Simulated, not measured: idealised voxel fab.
Process module heading - voxel transistor to metal
The cross-section shown here is cut; it is 190 nm wide and divided into square cells measuring 5 nm on a side.
Throughout this document, each cross-section is represented as a grid of square cells and is presented as a sequence of bands enumerated from the top downward, where a band comprises one or more rows of cells.
Basically the band line says how high the top is and how high the bottom is, in nm, and then what's in it from left to right, every material with its width in nm. Empty space shows up as "air", and if a single material carries "everywhere" it runs the full band edge to edge.
Heights are measured from 0, the level below which the as-received wafer is all one material; the lowest band has no bottom and continues downward, written as in "top 0, no bottom".
With a width like "30 to 40", each row of cells in the band differs from the next by the same amount, the top row carrying the first number and the bottom row the second.
Any step labelled "nothing altered" changed none of the cells in the cross-section.
The list in "Sealed void list" covers empty spaces of 8 cells or more that cannot reach the top through any open way, and it gives each as width x height at distance; the distance is from the left edge, and width, height and distance are in nm.
Past the settings on a step's line: simulator remark, on that step.
The optional step-line setting "overlay nm" applies to steps with a mask and quantifies how far to the right of its planned location the mask lay, a negative value indicating leftward placement.

-- Planned process steps
1: RECEIVE,material Si
2: OXIDIZE,depth nm 5
3: CONFORMAL_DEP,material SiN,thk nm 10
4: MASKED_ETCH,tone cover,mask id ACTIVE,width nm 100,etch materials SiN,depth nm 10,overlay nm 0
5: MASKED_ETCH,tone cover,mask id ACTIVE,width nm 100,etch materials SiO2,depth nm 5,overlay nm 0
6: MASKED_ETCH,tone cover,mask id ACTIVE,width nm 100,etch materials Si,depth nm 35,overlay nm 0
7: OXIDIZE,depth nm 5
8: FILL_DEP,material SiO2,thk nm 15
9: CMP,height nm 10
10: SELECTIVE_ETCH,etch materials SiO2,depth nm 5
11: STRIP,etch materials SiN
12: SELECTIVE_ETCH,etch materials SiO2,depth nm 5
13: OXIDIZE,depth nm 5
14: DIRECTIONAL_DEP,material polySi,thk nm 20
15: DIRECTIONAL_DEP,material SiCN,thk nm 10
16: PATTERN,tone cover,mask id GATE,material resist,width nm 20,thk nm 20,overlay nm 0
17: DIRECTIONAL_ETCH,etch materials SiCN,depth nm 20
18: DIRECTIONAL_ETCH,etch materials polySi,depth nm 30
19: STRIP,etch materials resist
20: CONFORMAL_DEP,material SiO2,thk nm 5
21: DIRECTIONAL_ETCH,etch materials SiO2,depth nm 5
22: CONFORMAL_DEP,material SiN,thk nm 10
23: DIRECTIONAL_ETCH,etch materials SiN,depth nm 10
24: DIRECTIONAL_ETCH,etch materials SiO2,depth nm 5
25: DIRECTIONAL_ETCH,etch materials Si,depth nm 10
26: EPI,material nSi,thk nm 15
27: FILL_DEP,material SiO2,thk nm 10
28: CMP,height nm 25
29: DIRECTIONAL_DEP,material SiO2,thk nm 15
30: PATTERN,tone open,mask id CONTACT,material resist,width nm 15,pitch nm 75,thk nm 20,overlay nm 0
31: DIRECTIONAL_ETCH,etch materials SiO2,depth nm 35
32: STRIP,etch materials resist
33: CONFORMAL_DEP,material TiN,thk nm 5
34: FILL_DEP,material Ru,thk nm 10
35: CMP,height nm 40
36: CONFORMAL_DEP,material SiCN,thk nm 5
37: DIRECTIONAL_DEP,material lowk,thk nm 15
38: PATTERN,tone open,mask id METAL_1,material resist,width nm 15,pitch nm 75,thk nm 20,overlay nm 0
39: DIRECTIONAL_ETCH,etch materials lowk,depth nm 15
40: DIRECTIONAL_ETCH,etch materials SiCN,depth nm 5
41: STRIP,etch materials resist
42: CONFORMAL_DEP,material TiN,thk nm 5
43: FILL_DEP,material Ru,thk nm 5
44: CMP,height nm 60
45: CONFORMAL_DEP,material SiN,thk nm 5

-- Wafer cross-section on receipt, i.e. after step 1
  top 0, no bottom: Si everywhere
  Sealed void list: none

-- The first of the two wafers as seen in cross-section once the module was finished; processing followed the plan
  top 65, bottom 60: SiN everywhere
  top 60, bottom 45: 50 of lowk / 5 of TiN / 5 of Ru / 5 of TiN / 60 of lowk / 5 of TiN / 5 of Ru / 5 of TiN / 50 of lowk
  top 45, bottom 40: 50 of SiCN / 15 of TiN / 60 of SiCN / 15 of TiN / 50 of SiCN
  top 40, bottom 25: 50 of SiO2 / 5 of TiN / 5 of Ru / 5 of TiN / 60 of SiO2 / 5 of TiN / 5 of Ru / 5 of TiN / 50 of SiO2
  top 25, bottom 15: 50 of SiO2 / 5 of TiN / 5 of Ru / 5 of TiN / 5 of SiO2 / 10 of SiN / 5 of SiO2 / 20 of SiCN / 5 of SiO2 / 10 of SiN / 5 of SiO2 / 5 of TiN / 5 of Ru / 5 of TiN / 50 of SiO2
  top 15, bottom 10: 50 of SiO2 / 5 of TiN / 5 of Ru / 5 of TiN / 5 of SiO2 / 10 of SiN / 5 of SiO2 / 20 of polySi / 5 of SiO2 / 10 of SiN / 5 of SiO2 / 5 of TiN / 5 of Ru / 5 of TiN / 50 of SiO2
  top 10, bottom 5: 50 of SiO2 / 15 of TiN / 5 of SiO2 / 10 of SiN / 5 of SiO2 / 20 of polySi / 5 of SiO2 / 10 of SiN / 5 of SiO2 / 15 of TiN / 50 of SiO2
  top 5, bottom 0: 50 of SiO2 / 20 of nSi / 10 of SiN / 5 of SiO2 / 20 of polySi / 5 of SiO2 / 10 of SiN / 20 of nSi / 50 of SiO2
  top 0, bottom -5: 45 of SiO2 / 10 of SiN / 15 of nSi / 10 of SiN / 5 of SiO2 / 20 of polySi / 5 of SiO2 / 10 of SiN / 15 of nSi / 10 of SiN / 45 of SiO2
  top -5, bottom -10: 55 of SiO2 / 15 of nSi / 50 of SiO2 / 15 of nSi / 55 of SiO2
  top -10, bottom -20: 50 of SiO2 / 5 of Si / 15 of nSi / 50 of Si / 15 of nSi / 5 of Si / 50 of SiO2
  top -20, bottom -45: 50 of SiO2 / 90 of Si / 50 of SiO2
  top -45, no bottom: Si everywhere
  Sealed void list: none

-- Wafer two, sectioned after the module: the first wafer's start, the first wafer's plan, and one mistake in how it was run
  top 65, bottom 60: SiN everywhere
  top 60, bottom 45: 50 of lowk / 5 of TiN / 5 of SiCN / 5 of TiN / 60 of lowk / 5 of TiN / 5 of SiCN / 5 of TiN / 50 of lowk
  top 45, bottom 40: 50 of SiCN / 15 of TiN / 60 of SiCN / 15 of TiN / 50 of SiCN
  top 40, bottom 25: 50 of SiO2 / 5 of TiN / 5 of Ru / 5 of TiN / 60 of SiO2 / 5 of TiN / 5 of Ru / 5 of TiN / 50 of SiO2
  top 25, bottom 15: 50 of SiO2 / 5 of TiN / 5 of Ru / 5 of TiN / 5 of SiO2 / 10 of SiN / 5 of SiO2 / 20 of SiCN / 5 of SiO2 / 10 of SiN / 5 of SiO2 / 5 of TiN / 5 of Ru / 5 of TiN / 50 of SiO2
  top 15, bottom 10: 50 of SiO2 / 5 of TiN / 5 of Ru / 5 of TiN / 5 of SiO2 / 10 of SiN / 5 of SiO2 / 20 of polySi / 5 of SiO2 / 10 of SiN / 5 of SiO2 / 5 of TiN / 5 of Ru / 5 of TiN / 50 of SiO2
  top 10, bottom 5: 50 of SiO2 / 15 of TiN / 5 of SiO2 / 10 of SiN / 5 of SiO2 / 20 of polySi / 5 of SiO2 / 10 of SiN / 5 of SiO2 / 15 of TiN / 50 of SiO2
  top 5, bottom 0: 50 of SiO2 / 20 of nSi / 10 of SiN / 5 of SiO2 / 20 of polySi / 5 of SiO2 / 10 of SiN / 20 of nSi / 50 of SiO2
  top 0, bottom -5: 45 of SiO2 / 10 of SiN / 15 of nSi / 10 of SiN / 5 of SiO2 / 20 of polySi / 5 of SiO2 / 10 of SiN / 15 of nSi / 10 of SiN / 45 of SiO2
  top -5, bottom -10: 55 of SiO2 / 15 of nSi / 50 of SiO2 / 15 of nSi / 55 of SiO2
  top -10, bottom -20: 50 of SiO2 / 5 of Si / 15 of nSi / 50 of Si / 15 of nSi / 5 of Si / 50 of SiO2
  top -20, bottom -45: 50 of SiO2 / 90 of Si / 50 of SiO2
  top -45, no bottom: Si everywhere
  Sealed void list: none
Where did the run depart from the plan? step 43 was not run as planned; what actually ran was FILL_DEP,material SiCN,thk nm 5
Bottom line after processing is that, in cells, the second wafer is up or down on some materials versus the first: Ru -6; SiCN +6
